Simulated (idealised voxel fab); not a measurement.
Documented hereafter: the process module known as voxel self aligned contacts.
The cross-section on display is named cut; it measures 185 nm wide, and its cells are 5 nm squares.
Just so we're on the same page, the cross-sections are grids of square cells, and they're listed out in bands top to bottom, each band one or more rows deep.
The entry gives the band's vertical extent as a top height and a bottom height in nm, then its horizontal make-up as materials from left to right, each with a width in nm. "blank" stands for empty space; a single material marked "everywhere" fills the band edge to edge.
For the purposes of this specification, 0 denotes the height below which the wafer in its as-received condition is composed wholly of one material, and the lowermost band, lacking a lower limit, extends downward without end, as expressed in "top 0, no bottom".
When a width is written as two numbers, as in "30..40", the first number is the width in the top row of cells of the band and the second is the width in its bottom row, and the width changes by the same amount from each row to the next.
Any step labelled "no modification" changed none of the cells in the cross-section.
Under "Unvented voids" you'll find the enclosed gaps, the ones with no way out to the top, that are 8 cells or bigger; each reads width x height at distance, with distance counted from the left edge, everything in nm.
It should be noted that, on the line of a given step, the content following the step's settings is a remark produced by the simulator itself with respect to that step.
overlay nm: on a step with a mask, how far right of its planned place the mask lay; negative means left.
Structure of the following material. The material consists of pairs of cross-sections. Each pair comprises the cross-section before one process step and the cross-section after that step, the latter shown only down to the lowest band that changed. The step between the cross-sections is specified beneath each pair, including its settings. Pairs are not necessarily consecutive: they may derive from different runs of this module performed on the same starting wafer. Continuity with the pair above is to be assumed only where the entry headed "Status quo ante" of the pair in question states it.

## Status quo ante
* top 0, no bottom: Si everywhere
* Unvented voids: none

## Step Outcome
* top 5, bottom 0: SiO2 everywhere
* below 0: unchanged
* Unvented voids: none
Step that separates the before view from the after view above: CONFORMAL_DEP with material SiO2, thk nm 5

Status quo ante: equal to the after panel directly above.

## Step Outcome
* top 25, bottom 5: polySi everywhere
* below 5: unchanged
* Unvented voids: none
Step that separates the before view from the after view above: DIRECTIONAL_DEP with material polySi, thk nm 20

Status quo ante: equal to the after panel directly above.

## Step Outcome
* top 40, bottom 25: SiN everywhere
* below 25: unchanged
* Unvented voids: none
Step that separates the before view from the after view above: DIRECTIONAL_DEP with material SiN, thk nm 15

Status quo ante: equal to the after panel directly above.

## Step Outcome
* top 50, bottom 40: aC everywhere
* below 40: unchanged
* Unvented voids: none
Step that separates the before view from the after view above: DIRECTIONAL_DEP with material aC, thk nm 10

Status quo ante: equal to the after panel directly above.

## Step Outcome
* top 80, bottom 50: blank 45 nm / resist 30 nm / blank 35 nm / resist 30 nm / blank 45 nm
* below 50: unchanged
* Unvented voids: none
Step that separates the before view from the after view above: PATTERN with tone cover, mask id GATE, material resist, width nm 30, pitch nm 65, thk nm 30, overlay nm 0

Status quo ante: equal to the after panel directly above.

## Step Outcome
* top 70, bottom 50: blank 45 nm / resist 30 nm / blank 35 nm / resist 30 nm / blank 45 nm
* top 50, bottom 40: blank 45 nm / aC 30 nm / blank 35 nm / aC 30 nm / blank 45 nm
* below 40: unchanged
* Unvented voids: none
Step that separates the before view from the after view above: DIRECTIONAL_ETCH with etch materials aC, depth nm 10

Status quo ante: equal to the after panel directly above.

## Step Outcome
* top 50, bottom 40: blank 45 nm / aC 30 nm / blank 35 nm / aC 30 nm / blank 45 nm
* below 40: unchanged
* Unvented voids: none
Step that separates the before view from the after view above: STRIP with etch materials resist

Status quo ante: equal to the after panel directly above.

## Step Outcome
* top 50, bottom 40: blank 45 nm / aC 30 nm / blank 35 nm / aC 30 nm / blank 45 nm
* top 40, bottom 25: blank 45 nm / SiN 30 nm / blank 35 nm / SiN 30 nm / blank 45 nm
* below 25: unchanged
* Unvented voids: none
Step that separates the before view from the after view above: DIRECTIONAL_ETCH with etch materials SiN, depth nm 15

Status quo ante: equal to the after panel directly above.

## Step Outcome
* top 50, bottom 40: blank 45 nm / aC 30 nm / blank 35 nm / aC 30 nm / blank 45 nm
* top 40, bottom 25: blank 45 nm / SiN 30 nm / blank 35 nm / SiN 30 nm / blank 45 nm
* top 25, bottom 5: blank 45 nm / polySi 30 nm / blank 35 nm / polySi 30 nm / blank 45 nm
* below 5: unchanged
* Unvented voids: none
Step that separates the before view from the after view above: DIRECTIONAL_ETCH with etch materials polySi, depth nm 20

Status quo ante: equal to the after panel directly above.

## Step Outcome
* top 40, bottom 25: blank 45 nm / SiN 30 nm / blank 35 nm / SiN 30 nm / blank 45 nm
* below 25: unchanged
* Unvented voids: none
Step that separates the before view from the after view above: STRIP with etch materials aC

Status quo ante: equal to the after panel directly above.

## Step Outcome
* top 45, bottom 25: blank 40 nm / SiN 40 nm / blank 25 nm / SiN 40 nm / blank 40 nm
* top 25, bottom 10: blank 40 nm / SiN 5 nm / polySi 30 nm / SiN 5 nm / blank 25 nm / SiN 5 nm / polySi 30 nm / SiN 5 nm / blank 40 nm
* top 10, bottom 5: SiN 45 nm / polySi 30 nm / SiN 35 nm / polySi 30 nm / SiN 45 nm
* below 5: unchanged
* Unvented voids: none
Step that separates the before view from the after view above: CONFORMAL_DEP with material SiN, thk nm 5

Status quo ante: equal to the after panel directly above.

## Step Outcome
* top 40, bottom 25: blank 40 nm / SiN 40 nm / blank 25 nm / SiN 40 nm / blank 40 nm
* top 25, bottom 5: blank 40 nm / SiN 5 nm / polySi 30 nm / SiN 5 nm / blank 25 nm / SiN 5 nm / polySi 30 nm / SiN 5 nm / blank 40 nm
* below 5: unchanged
* Unvented voids: none
Step that separates the before view from the after view above: DIRECTIONAL_ETCH with etch materials SiN, depth nm 5

Status quo ante: equal to the after panel directly above.

## Step Outcome
* top 55, bottom 40: SiO2 everywhere
* top 40, bottom 25: SiO2 40 nm / SiN 40 nm / SiO2 25 nm / SiN 40 nm / SiO2 40 nm
* top 25, bottom 5: SiO2 40 nm / SiN 5 nm / polySi 30 nm / SiN 5 nm / SiO2 25 nm / SiN 5 nm / polySi 30 nm / SiN 5 nm / SiO2 40 nm
* below 5: unchanged
* Unvented voids: none
Step that separates the before view from the after view above: FILL_DEP with material SiO2, thk nm 15

Status quo ante: equal to the after panel directly above.

## Step Outcome
* top 45, bottom 40: SiO2 everywhere
* below 40: unchanged
* Unvented voids: none
Step that separates the before view from the after view above: CMP with height nm 45

Status quo ante: equal to the after panel directly above.

## Step Outcome
* top 60, bottom 45: aC everywhere
* below 45: unchanged
* Unvented voids: none
Step that separates the before view from the after view above: DIRECTIONAL_DEP with material aC, thk nm 15

Status quo ante: equal to the after panel directly above.

## Step Outcome
* top 90, bottom 60: resist 70 nm / blank 45 nm / resist 70 nm
* below 60: unchanged
* Unvented voids: none
Step that separates the before view from the after view above: PATTERN with tone open, mask id CONTACT, material resist, width nm 45, thk nm 30, overlay nm 0

Status quo ante: equal to the after panel directly above.

## Step Outcome
* top 75, bottom 60: resist 70 nm / blank 45 nm / resist 70 nm
* top 60, bottom 45: aC 70 nm / blank 45 nm / aC 70 nm
* below 45: unchanged
* Unvented voids: none
Step that separates the before view from the after view above: DIRECTIONAL_ETCH with etch materials aC, depth nm 15

Status quo ante: equal to the after panel directly above.

## Step Outcome
* top 60, bottom 45: aC 70 nm / blank 45 nm / aC 70 nm
* below 45: unchanged
* Unvented voids: none
Step that separates the before view from the after view above: STRIP with etch materials resist

Status quo ante: equal to the after panel directly above.

## Step Outcome
* top 60, bottom 45: aC 70 nm / blank 45 nm / aC 70 nm
* top 45, bottom 40: SiO2 70 nm / blank 45 nm / SiO2 70 nm
* top 40, bottom 25: SiO2 40 nm / SiN 40 nm / blank 25 nm / SiN 40 nm / SiO2 40 nm
* top 25, bottom 5: SiO2 40 nm / SiN 5 nm / polySi 30 nm / SiN 5 nm / blank 25 nm / SiN 5 nm / polySi 30 nm / SiN 5 nm / SiO2 40 nm
* top 5, bottom 0: SiO2 80 nm / blank 25 nm / SiO2 80 nm
* below 0: unchanged
* Unvented voids: none
Step that separates the before view from the after view above: DIRECTIONAL_ETCH with etch materials SiO2, depth nm 45

Status quo ante: equal to the after panel directly above.

## Step Outcome
* top 45, bottom 40: SiO2 70 nm / blank 45 nm / SiO2 70 nm
* below 40: unchanged
* Unvented voids: none
Step that separates the before view from the after view above: STRIP with etch materials aC

Status quo ante: equal to the after panel directly above.

## Step Outcome
* top 50, bottom 45: TiN 75 nm / blank 35 nm / TiN 75 nm
* top 45, bottom 40: SiO2 70 nm / TiN 15 nm / blank 15 nm / TiN 15 nm / SiO2 70 nm
* top 40, bottom 25: SiO2 40 nm / SiN 40 nm / TiN 5 nm / blank 15 nm / TiN 5 nm / SiN 40 nm / SiO2 40 nm
* top 25, bottom 5: SiO2 40 nm / SiN 5 nm / polySi 30 nm / SiN 5 nm / TiN 5 nm / blank 15 nm / TiN 5 nm / SiN 5 nm / polySi 30 nm / SiN 5 nm / SiO2 40 nm
* top 5, bottom 0: SiO2 80 nm / TiN 25 nm / SiO2 80 nm
* below 0: unchanged
* Unvented voids: none
Step that separates the before view from the after view above: CONFORMAL_DEP with material TiN, thk nm 5

Status quo ante: equal to the after panel directly above.

## Step Outcome
* top 60, bottom 50: W everywhere
* top 50, bottom 45: TiN 75 nm / W 35 nm / TiN 75 nm
* top 45, bottom 40: SiO2 70 nm / TiN 15 nm / W 15 nm / TiN 15 nm / SiO2 70 nm
* top 40, bottom 25: SiO2 40 nm / SiN 40 nm / TiN 5 nm / W 15 nm / TiN 5 nm / SiN 40 nm / SiO2 40 nm
* top 25, bottom 5: SiO2 40 nm / SiN 5 nm / polySi 30 nm / SiN 5 nm / TiN 5 nm / W 15 nm / TiN 5 nm / SiN 5 nm / polySi 30 nm / SiN 5 nm / SiO2 40 nm
* below 5: unchanged
* Unvented voids: none
Step that separates the before view from the after view above: FILL_DEP with material W, thk nm 10

Status quo ante: equal to the after panel directly above.

## Step Outcome
* top 45, bottom 40: SiO2 70 nm / TiN 15 nm / W 15 nm / TiN 15 nm / SiO2 70 nm
* below 40: unchanged
* Unvented voids: none
Step that separates the before view from the after view above: CMP with height nm 45

Status quo ante: equal to the after panel directly above.

## Step Outcome
* top 50, bottom 45: SiCN everywhere
* below 45: unchanged
* Unvented voids: none
Step that separates the before view from the after view above: CONFORMAL_DEP with material SiCN, thk nm 5

## Status quo ante
* top 0, no bottom: Si everywhere
* Unvented voids: none

## Step Outcome
* top 20, bottom 0: polySi everywhere
* below 0: unchanged
* Unvented voids: none
Step that separates the before view from the after view above: DIRECTIONAL_DEP with material polySi, thk nm 20

Status quo ante: equal to the after panel directly above.

## Step Outcome
* top 35, bottom 20: SiN everywhere
* below 20: unchanged
* Unvented voids: none
Step that separates the before view from the after view above: DIRECTIONAL_DEP with material SiN, thk nm 15

Status quo ante: equal to the after panel directly above.

## Step Outcome
* top 45, bottom 35: aC everywhere
* below 35: unchanged
* Unvented voids: none
Step that separates the before view from the after view above: DIRECTIONAL_DEP with material aC, thk nm 10

Status quo ante: equal to the after panel directly above.

## Step Outcome
* top 75, bottom 45: blank 45 nm / resist 30 nm / blank 35 nm / resist 30 nm / blank 45 nm
* below 45: unchanged
* Unvented voids: none
Step that separates the before view from the after view above: PATTERN with tone cover, mask id GATE, material resist, width nm 30, pitch nm 65, thk nm 30, overlay nm 0

Status quo ante: equal to the after panel directly above.

## Step Outcome
* top 65, bottom 45: blank 45 nm / resist 30 nm / blank 35 nm / resist 30 nm / blank 45 nm
* top 45, bottom 35: blank 45 nm / aC 30 nm / blank 35 nm / aC 30 nm / blank 45 nm
* below 35: unchanged
* Unvented voids: none
Step that separates the before view from the after view above: DIRECTIONAL_ETCH with etch materials aC, depth nm 10

Status quo ante: equal to the after panel directly above.

## Step Outcome
* top 45, bottom 35: blank 45 nm / aC 30 nm / blank 35 nm / aC 30 nm / blank 45 nm
* below 35: unchanged
* Unvented voids: none
Step that separates the before view from the after view above: STRIP with etch materials resist

Status quo ante: equal to the after panel directly above.

## Step Outcome
* top 45, bottom 35: blank 45 nm / aC 30 nm / blank 35 nm / aC 30 nm / blank 45 nm
* top 35, bottom 20: blank 45 nm / SiN 30 nm / blank 35 nm / SiN 30 nm / blank 45 nm
* below 20: unchanged
* Unvented voids: none
Step that separates the before view from the after view above: DIRECTIONAL_ETCH with etch materials SiN, depth nm 15

Status quo ante: equal to the after panel directly above.

## Step Outcome
* top 45, bottom 35: blank 45 nm / aC 30 nm / blank 35 nm / aC 30 nm / blank 45 nm
* top 35, bottom 20: blank 45 nm / SiN 30 nm / blank 35 nm / SiN 30 nm / blank 45 nm
* top 20, bottom 0: blank 45 nm / polySi 30 nm / blank 35 nm / polySi 30 nm / blank 45 nm
* below 0: unchanged
* Unvented voids: none
Step that separates the before view from the after view above: DIRECTIONAL_ETCH with etch materials polySi, depth nm 20

Status quo ante: equal to the after panel directly above.

## Step Outcome
* top 35, bottom 20: blank 45 nm / SiN 30 nm / blank 35 nm / SiN 30 nm / blank 45 nm
* below 20: unchanged
* Unvented voids: none
Step that separates the before view from the after view above: STRIP with etch materials aC

Status quo ante: equal to the after panel directly above.

## Step Outcome
* top 40, bottom 20: blank 40 nm / SiN 40 nm / blank 25 nm / SiN 40 nm / blank 40 nm
* top 20, bottom 5: blank 40 nm / SiN 5 nm / polySi 30 nm / SiN 5 nm / blank 25 nm / SiN 5 nm / polySi 30 nm / SiN 5 nm / blank 40 nm
* top 5, bottom 0: SiN 45 nm / polySi 30 nm / SiN 35 nm / polySi 30 nm / SiN 45 nm
* below 0: unchanged
* Unvented voids: none
Step that separates the before view from the after view above: CONFORMAL_DEP with material SiN, thk nm 5

Status quo ante: equal to the after panel directly above.

## Step Outcome
* top 35, bottom 20: blank 40 nm / SiN 40 nm / blank 25 nm / SiN 40 nm / blank 40 nm
* top 20, bottom 0: blank 40 nm / SiN 5 nm / polySi 30 nm / SiN 5 nm / blank 25 nm / SiN 5 nm / polySi 30 nm / SiN 5 nm / blank 40 nm
* below 0: unchanged
* Unvented voids: none
Step that separates the before view from the after view above: DIRECTIONAL_ETCH with etch materials SiN, depth nm 5

Status quo ante: equal to the after panel directly above.

## Step Outcome
* top 50, bottom 35: SiO2 everywhere
* top 35, bottom 20: SiO2 40 nm / SiN 40 nm / SiO2 25 nm / SiN 40 nm / SiO2 40 nm
* top 20, bottom 0: SiO2 40 nm / SiN 5 nm / polySi 30 nm / SiN 5 nm / SiO2 25 nm / SiN 5 nm / polySi 30 nm / SiN 5 nm / SiO2 40 nm
* below 0: unchanged
* Unvented voids: none
Step that separates the before view from the after view above: FILL_DEP with material SiO2, thk nm 15

Status quo ante: equal to the after panel directly above.

## Step Outcome
* top 45, bottom 35: SiO2 everywhere
* below 35: unchanged
* Unvented voids: none
Step that separates the before view from the after view above: CMP with height nm 45

Status quo ante: equal to the after panel directly above.

## Step Outcome
* top 60, bottom 45: aC everywhere
* below 45: unchanged
* Unvented voids: none
Step that separates the before view from the after view above: DIRECTIONAL_DEP with material aC, thk nm 15

Status quo ante: equal to the after panel directly above.

## Step Outcome
* top 90, bottom 60: resist 70 nm / blank 45 nm / resist 70 nm
* below 60: unchanged
* Unvented voids: none
Step that separates the before view from the after view above: PATTERN with tone open, mask id CONTACT, material resist, width nm 45, thk nm 30, overlay nm 0

Status quo ante: equal to the after panel directly above.

## Step Outcome
* top 75, bottom 60: resist 70 nm / blank 45 nm / resist 70 nm
* top 60, bottom 45: aC 70 nm / blank 45 nm / aC 70 nm
* below 45: unchanged
* Unvented voids: none
Step that separates the before view from the after view above: DIRECTIONAL_ETCH with etch materials aC, depth nm 15

Status quo ante: equal to the after panel directly above.

## Step Outcome
* top 60, bottom 45: aC 70 nm / blank 45 nm / aC 70 nm
* below 45: unchanged
* Unvented voids: none
Step that separates the before view from the after view above: STRIP with etch materials resist

Status quo ante: equal to the after panel directly above.

## Step Outcome
* top 60, bottom 45: aC 70 nm / blank 45 nm / aC 70 nm
* top 45, bottom 35: SiO2 70 nm / blank 45 nm / SiO2 70 nm
* top 35, bottom 20: SiO2 40 nm / SiN 40 nm / blank 25 nm / SiN 40 nm / SiO2 40 nm
* top 20, bottom 0: SiO2 40 nm / SiN 5 nm / polySi 30 nm / SiN 5 nm / blank 25 nm / SiN 5 nm / polySi 30 nm / SiN 5 nm / SiO2 40 nm
* below 0: unchanged
* Unvented voids: none
Step that separates the before view from the after view above: DIRECTIONAL_ETCH with etch materials SiO2, depth nm 45

Status quo ante: equal to the after panel directly above.

## Step Outcome
* top 45, bottom 35: SiO2 70 nm / blank 45 nm / SiO2 70 nm
* below 35: unchanged
* Unvented voids: none
Step that separates the before view from the after view above: STRIP with etch materials aC

Status quo ante: equal to the after panel directly above.

## Step Outcome
* top 50, bottom 45: TiN 75 nm / blank 35 nm / TiN 75 nm
* top 45, bottom 35: SiO2 70 nm / TiN 5..15 nm / blank 35..15 nm / TiN 5..15 nm / SiO2 70 nm
* top 35, bottom 20: SiO2 40 nm / SiN 40 nm / TiN 5 nm / blank 15 nm / TiN 5 nm / SiN 40 nm / SiO2 40 nm
* top 20, bottom 5: SiO2 40 nm / SiN 5 nm / polySi 30 nm / SiN 5 nm / TiN 5 nm / blank 15 nm / TiN 5 nm / SiN 5 nm / polySi 30 nm / SiN 5 nm / SiO2 40 nm
* top 5, bottom 0: SiO2 40 nm / SiN 5 nm / polySi 30 nm / SiN 5 nm / TiN 25 nm / SiN 5 nm / polySi 30 nm / SiN 5 nm / SiO2 40 nm
* below 0: unchanged
* Unvented voids: none
Step that separates the before view from the after view above: CONFORMAL_DEP with material TiN, thk nm 5

Status quo ante: equal to the after panel directly above.

## Step Outcome
* top 60, bottom 50: W everywhere
* top 50, bottom 45: TiN 75 nm / W 35 nm / TiN 75 nm
* top 45, bottom 35: SiO2 70 nm / TiN 5..15 nm / W 35..15 nm / TiN 5..15 nm / SiO2 70 nm
* top 35, bottom 20: SiO2 40 nm / SiN 40 nm / TiN 5 nm / W 15 nm / TiN 5 nm / SiN 40 nm / SiO2 40 nm
* top 20, bottom 5: SiO2 40 nm / SiN 5 nm / polySi 30 nm / SiN 5 nm / TiN 5 nm / W 15 nm / TiN 5 nm / SiN 5 nm / polySi 30 nm / SiN 5 nm / SiO2 40 nm
* below 5: unchanged
* Unvented voids: none
Step that separates the before view from the after view above: FILL_DEP with material W, thk nm 10

Status quo ante: equal to the after panel directly above.

## Step Outcome
* top 45, bottom 35: SiO2 70 nm / TiN 5..15 nm / W 35..15 nm / TiN 5..15 nm / SiO2 70 nm
* below 35: unchanged
* Unvented voids: none
Step that separates the before view from the after view above: CMP with height nm 45

Status quo ante: equal to the after panel directly above.

## Step Outcome
* top 50, bottom 45: SiCN everywhere
* below 45: unchanged
* Unvented voids: none
Step that separates the before view from the after view above: CONFORMAL_DEP with material SiCN, thk nm 5

## Status quo ante
* top 40, bottom 25: SiN everywhere
* top 25, bottom 5: polySi everywhere
* top 5, bottom 0: SiO2 everywhere
* top 0, no bottom: Si everywhere
* Unvented voids: none

## Step Outcome
* top 55, bottom 25: SiN everywhere
* below 25: unchanged
* Unvented voids: none
Step that separates the before view from the after view above: DIRECTIONAL_DEP with material SiN, thk nm 15

Status quo ante: equal to the after panel directly above.

## Step Outcome
* top 65, bottom 55: aC everywhere
* below 55: unchanged
* Unvented voids: none
Step that separates the before view from the after view above: DIRECTIONAL_DEP with material aC, thk nm 10

Status quo ante: equal to the after panel directly above.

## Step Outcome
* top 95, bottom 65: blank 45 nm / resist 30 nm / blank 35 nm / resist 30 nm / blank 45 nm
* below 65: unchanged
* Unvented voids: none
Step that separates the before view from the after view above: PATTERN with tone cover, mask id GATE, material resist, width nm 30, pitch nm 65, thk nm 30, overlay nm 0

Status quo ante: equal to the after panel directly above.

## Step Outcome
* top 85, bottom 65: blank 45 nm / resist 30 nm / blank 35 nm / resist 30 nm / blank 45 nm
* top 65, bottom 55: blank 45 nm / aC 30 nm / blank 35 nm / aC 30 nm / blank 45 nm
* below 55: unchanged
* Unvented voids: none
Step that separates the before view from the after view above: DIRECTIONAL_ETCH with etch materials aC, depth nm 10

Status quo ante: equal to the after panel directly above.

## Step Outcome
* top 65, bottom 55: blank 45 nm / aC 30 nm / blank 35 nm / aC 30 nm / blank 45 nm
* below 55: unchanged
* Unvented voids: none
Step that separates the before view from the after view above: STRIP with etch materials resist

Status quo ante: equal to the after panel directly above.

## Step Outcome
* top 65, bottom 55: blank 45 nm / aC 30 nm / blank 35 nm / aC 30 nm / blank 45 nm
* top 55, bottom 40: blank 45 nm / SiN 30 nm / blank 35 nm / SiN 30 nm / blank 45 nm
* below 40: unchanged
* Unvented voids: none
Step that separates the before view from the after view above: DIRECTIONAL_ETCH with etch materials SiN, depth nm 15

Status quo ante: equal to the after panel directly above.

## Step Outcome
* top 55, bottom 40: blank 45 nm / SiN 30 nm / blank 35 nm / SiN 30 nm / blank 45 nm
* below 40: unchanged
* Unvented voids: none
Step that separates the before view from the after view above: STRIP with etch materials aC

Status quo ante: equal to the after panel directly above.

## Step Outcome
* top 60, bottom 45: blank 40 nm / SiN 40 nm / blank 25 nm / SiN 40 nm / blank 40 nm
* top 45, bottom 25: SiN everywhere
* below 25: unchanged
* Unvented voids: none
Step that separates the before view from the after view above: CONFORMAL_DEP with material SiN, thk nm 5

Status quo ante: equal to the after panel directly above.

## Step Outcome
* top 55, bottom 40: blank 40 nm / SiN 40 nm / blank 25 nm / SiN 40 nm / blank 40 nm
* below 40: unchanged
* Unvented voids: none
Step that separates the before view from the after view above: DIRECTIONAL_ETCH with etch materials SiN, depth nm 5

Status quo ante: equal to the after panel directly above.

## Step Outcome
* top 70, bottom 55: SiO2 everywhere
* top 55, bottom 40: SiO2 40 nm / SiN 40 nm / SiO2 25 nm / SiN 40 nm / SiO2 40 nm
* below 40: unchanged
* Unvented voids: none
Step that separates the before view from the after view above: FILL_DEP with material SiO2, thk nm 15

Status quo ante: equal to the after panel directly above.

## Step Outcome
* top 45, bottom 40: SiO2 40 nm / SiN 40 nm / SiO2 25 nm / SiN 40 nm / SiO2 40 nm
* below 40: unchanged
* Unvented voids: none
Step that separates the before view from the after view above: CMP with height nm 45

Status quo ante: equal to the after panel directly above.

## Step Outcome
* top 60, bottom 45: aC everywhere
* below 45: unchanged
* Unvented voids: none
Step that separates the before view from the after view above: DIRECTIONAL_DEP with material aC, thk nm 15

Status quo ante: equal to the after panel directly above.

## Step Outcome
* top 90, bottom 60: resist 70 nm / blank 45 nm / resist 70 nm
* below 60: unchanged
* Unvented voids: none
Step that separates the before view from the after view above: PATTERN with tone open, mask id CONTACT, material resist, width nm 45, thk nm 30, overlay nm 0

Status quo ante: equal to the after panel directly above.

## Step Outcome
* top 75, bottom 60: resist 70 nm / blank 45 nm / resist 70 nm
* top 60, bottom 45: aC 70 nm / blank 45 nm / aC 70 nm
* below 45: unchanged
* Unvented voids: none
Step that separates the before view from the after view above: DIRECTIONAL_ETCH with etch materials aC, depth nm 15

Status quo ante: equal to the after panel directly above.

## Step Outcome
* top 60, bottom 45: aC 70 nm / blank 45 nm / aC 70 nm
* below 45: unchanged
* Unvented voids: none
Step that separates the before view from the after view above: STRIP with etch materials resist

Status quo ante: equal to the after panel directly above.

## Step Outcome
* top 60, bottom 45: aC 70 nm / blank 45 nm / aC 70 nm
* top 45, bottom 40: SiO2 40 nm / SiN 40 nm / blank 25 nm / SiN 40 nm / SiO2 40 nm
* below 40: unchanged
* Unvented voids: none
Step that separates the before view from the after view above: DIRECTIONAL_ETCH with etch materials SiO2, depth nm 45

Status quo ante: equal to the after panel directly above.

## Step Outcome
* top 45, bottom 40: SiO2 40 nm / SiN 40 nm / blank 25 nm / SiN 40 nm / SiO2 40 nm
* below 40: unchanged
* Unvented voids: none
Step that separates the before view from the after view above: STRIP with etch materials aC

Status quo ante: equal to the after panel directly above.

## Step Outcome
* top 50, bottom 45: TiN 85 nm / blank 15 nm / TiN 85 nm
* top 45, bottom 40: SiO2 40 nm / SiN 40 nm / TiN 25 nm / SiN 40 nm / SiO2 40 nm
* below 40: unchanged
* Unvented voids: none
Step that separates the before view from the after view above: CONFORMAL_DEP with material TiN, thk nm 5

Status quo ante: equal to the after panel directly above.

## Step Outcome
* top 60, bottom 50: W everywhere
* top 50, bottom 45: TiN 85 nm / W 15 nm / TiN 85 nm
* below 45: unchanged
* Unvented voids: none
Step that separates the before view from the after view above: FILL_DEP with material W, thk nm 10

Status quo ante: equal to the after panel directly above.

## Step Outcome
* top 45, bottom 40: SiO2 40 nm / SiN 40 nm / TiN 25 nm / SiN 40 nm / SiO2 40 nm
* below 40: unchanged
* Unvented voids: none
Step that separates the before view from the after view above: CMP with height nm 45

Status quo ante: equal to the after panel directly above.

## Step Outcome
* top 50, bottom 45: SiCN everywhere
* below 45: unchanged
* Unvented voids: none
Step that separates the before view from the after view above: CONFORMAL_DEP with material SiCN, thk nm 5

## Status quo ante
* top 20, bottom 0: polySi everywhere
* top 0, no bottom: Si everywhere
* Unvented voids: none

## Step Outcome
* top 25, bottom 20: SiO2 everywhere
* below 20: unchanged
* Unvented voids: none
Step that separates the before view from the after view above: CONFORMAL_DEP with material SiO2, thk nm 5

Status quo ante: equal to the after panel directly above.

## Step Outcome
* top 40, bottom 25: SiN everywhere
* below 25: unchanged
* Unvented voids: none
Step that separates the before view from the after view above: DIRECTIONAL_DEP with material SiN, thk nm 15

Status quo ante: equal to the after panel directly above.

## Step Outcome
* top 50, bottom 40: aC everywhere
* below 40: unchanged
* Unvented voids: none
Step that separates the before view from the after view above: DIRECTIONAL_DEP with material aC, thk nm 10

Status quo ante: equal to the after panel directly above.

## Step Outcome
* top 80, bottom 50: blank 45 nm / resist 30 nm / blank 35 nm / resist 30 nm / blank 45 nm
* below 50: unchanged
* Unvented voids: none
Step that separates the before view from the after view above: PATTERN with tone cover, mask id GATE, material resist, width nm 30, pitch nm 65, thk nm 30, overlay nm 0

Status quo ante: equal to the after panel directly above.

## Step Outcome
* top 70, bottom 50: blank 45 nm / resist 30 nm / blank 35 nm / resist 30 nm / blank 45 nm
* top 50, bottom 40: blank 45 nm / aC 30 nm / blank 35 nm / aC 30 nm / blank 45 nm
* below 40: unchanged
* Unvented voids: none
Step that separates the before view from the after view above: DIRECTIONAL_ETCH with etch materials aC, depth nm 10

Status quo ante: equal to the after panel directly above.

## Step Outcome
* top 50, bottom 40: blank 45 nm / aC 30 nm / blank 35 nm / aC 30 nm / blank 45 nm
* below 40: unchanged
* Unvented voids: none
Step that separates the before view from the after view above: STRIP with etch materials resist

Status quo ante: equal to the after panel directly above.

## Step Outcome
* top 50, bottom 40: blank 45 nm / aC 30 nm / blank 35 nm / aC 30 nm / blank 45 nm
* top 40, bottom 25: blank 45 nm / SiN 30 nm / blank 35 nm / SiN 30 nm / blank 45 nm
* below 25: unchanged
* Unvented voids: none
Step that separates the before view from the after view above: DIRECTIONAL_ETCH with etch materials SiN, depth nm 15

Status quo ante: equal to the after panel directly above.

## Step Outcome
* top 40, bottom 25: blank 45 nm / SiN 30 nm / blank 35 nm / SiN 30 nm / blank 45 nm
* below 25: unchanged
* Unvented voids: none
Step that separates the before view from the after view above: STRIP with etch materials aC

Status quo ante: equal to the after panel directly above.

## Step Outcome
* top 45, bottom 30: blank 40 nm / SiN 40 nm / blank 25 nm / SiN 40 nm / blank 40 nm
* top 30, bottom 25: SiN everywhere
* below 25: unchanged
* Unvented voids: none
Step that separates the before view from the after view above: CONFORMAL_DEP with material SiN, thk nm 5

Status quo ante: equal to the after panel directly above.

## Step Outcome
* top 40, bottom 25: blank 40 nm / SiN 40 nm / blank 25 nm / SiN 40 nm / blank 40 nm
* below 25: unchanged
* Unvented voids: none
Step that separates the before view from the after view above: DIRECTIONAL_ETCH with etch materials SiN, depth nm 5

Status quo ante: equal to the after panel directly above.

## Step Outcome
* top 55, bottom 40: SiO2 everywhere
* top 40, bottom 25: SiO2 40 nm / SiN 40 nm / SiO2 25 nm / SiN 40 nm / SiO2 40 nm
* below 25: unchanged
* Unvented voids: none
Step that separates the before view from the after view above: FILL_DEP with material SiO2, thk nm 15

Status quo ante: equal to the after panel directly above.

## Step Outcome
* top 45, bottom 40: SiO2 everywhere
* below 40: unchanged
* Unvented voids: none
Step that separates the before view from the after view above: CMP with height nm 45

Status quo ante: equal to the after panel directly above.

## Step Outcome
* top 60, bottom 45: aC everywhere
* below 45: unchanged
* Unvented voids: none
Step that separates the before view from the after view above: DIRECTIONAL_DEP with material aC, thk nm 15

Status quo ante: equal to the after panel directly above.

## Step Outcome
* top 90, bottom 60: resist 70 nm / blank 45 nm / resist 70 nm
* below 60: unchanged
* Unvented voids: none
Step that separates the before view from the after view above: PATTERN with tone open, mask id CONTACT, material resist, width nm 45, thk nm 30, overlay nm 0

Status quo ante: equal to the after panel directly above.

## Step Outcome
* top 75, bottom 60: resist 70 nm / blank 45 nm / resist 70 nm
* top 60, bottom 45: aC 70 nm / blank 45 nm / aC 70 nm
* below 45: unchanged
* Unvented voids: none
Step that separates the before view from the after view above: DIRECTIONAL_ETCH with etch materials aC, depth nm 15

Status quo ante: equal to the after panel directly above.

## Step Outcome
* top 60, bottom 45: aC 70 nm / blank 45 nm / aC 70 nm
* below 45: unchanged
* Unvented voids: none
Step that separates the before view from the after view above: STRIP with etch materials resist

Status quo ante: equal to the after panel directly above.

## Step Outcome
* top 60, bottom 45: aC 70 nm / blank 45 nm / aC 70 nm
* top 45, bottom 40: SiO2 70 nm / blank 45 nm / SiO2 70 nm
* top 40, bottom 25: SiO2 40 nm / SiN 40 nm / blank 25 nm / SiN 40 nm / SiO2 40 nm
* top 25, bottom 20: SiO2 80 nm / blank 25 nm / SiO2 80 nm
* below 20: unchanged
* Unvented voids: none
Step that separates the before view from the after view above: DIRECTIONAL_ETCH with etch materials SiO2, depth nm 45

Status quo ante: equal to the after panel directly above.

## Step Outcome
* top 45, bottom 40: SiO2 70 nm / blank 45 nm / SiO2 70 nm
* below 40: unchanged
* Unvented voids: none
Step that separates the before view from the after view above: STRIP with etch materials aC
